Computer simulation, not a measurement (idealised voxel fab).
The document below concerns the process module designated voxel self aligned contacts.
For reference, the cross-section in this document is cut, with width 290 nm and square cells of 5 nm.
A cross-section is a grid of square cells, given in bands from the top down. A band is one or more rows of cells. In this notation a band is specified by the heights of its top and bottom, in that order and in nm, after which its materials appear from left to right, each paired with its width in nm. The word "all across" attached to a single material means that material fills the band from edge to edge; the word "air" stands for empty space. Heights are reckoned from 0. Under this level, the received wafer is all of one material. The bottommost band is open-ended downward, for example "0 and below". A width given as "30..40" starts at the first number in the band's top row and ends at the second number in its bottom row, shifting by an equal amount at every step from row to row. "all unchanged", as given for a step, is the statement that not any cell of the cross-section underwent a change during that step. Any empty space of 8 cells or more lacking an open way to the top shows up in "Cavities, sealed" as width x height at distance, distance from the left edge, in nm. On each step's line, the part that comes after the settings is the simulator's own comment on the step. What "overlay nm" on a step's line means: if the step has a mask, that mask lay this far to the right of its planned place, or, when the value is negative, to the left.
Process steps foreseen in the plan:
1 RECEIVE: material Si
2 OXIDIZE: depth nm 5
3 DIRECTIONAL_DEP: material polySi, thk nm 20
4 DIRECTIONAL_DEP: material SiN, thk nm 20
5 DIRECTIONAL_DEP: material aC, thk nm 15
6 PATTERN: tone cover, mask id GATE, material resist, width nm 30, pitch nm 70, thk nm 30, overlay nm 0
7 DIRECTIONAL_ETCH: etch materials aC, depth nm 15
8 STRIP: etch materials resist
9 DIRECTIONAL_ETCH: etch materials SiN, depth nm 20
10 DIRECTIONAL_ETCH: etch materials polySi, depth nm 20
11 STRIP: etch materials aC
12 CONFORMAL_DEP: material SiN, thk nm 10
13 DIRECTIONAL_ETCH: etch materials SiN, depth nm 10
14 FILL_DEP: material SiO2, thk nm 20
15 CMP: height nm 50
16 DIRECTIONAL_DEP: material aC, thk nm 15
17 PATTERN: tone open, mask id CONTACT, material resist, width nm 50, thk nm 30, overlay nm 0
18 DIRECTIONAL_ETCH: etch materials aC, depth nm 15
19 STRIP: etch materials resist
20 DIRECTIONAL_ETCH: etch materials SiO2, depth nm 55
21 STRIP: etch materials aC
22 CONFORMAL_DEP: material TiN, thk nm 5
23 FILL_DEP: material Ru, thk nm 10
24 CMP: height nm 50
25 CONFORMAL_DEP: material SiN, thk nm 5
Cross-section: wafer on arrival = after step 1:
	0 and below | Si all across
	Cavities, sealed: none
Wafer at module end, in section. Began as above, planned as above, run with one mistake:
	55 down to 50 | SiN all across
	50 down to 45 | SiO2 85, SiN 50, TiN 5, Ru 10, TiN 5, SiN 50, SiO2 85
	45 down to 40 | SiO2 85, SiN 50, TiN 20, SiN 50, SiO2 85
	40 down to 20 | SiN all across
	20 down to 0 | polySi all across
	0 down to -5 | SiO2 all across
	-5 and below | Si all across
	Cavities, sealed: none
So what did we get wrong on this run? twice over, step 4 of the plan was run
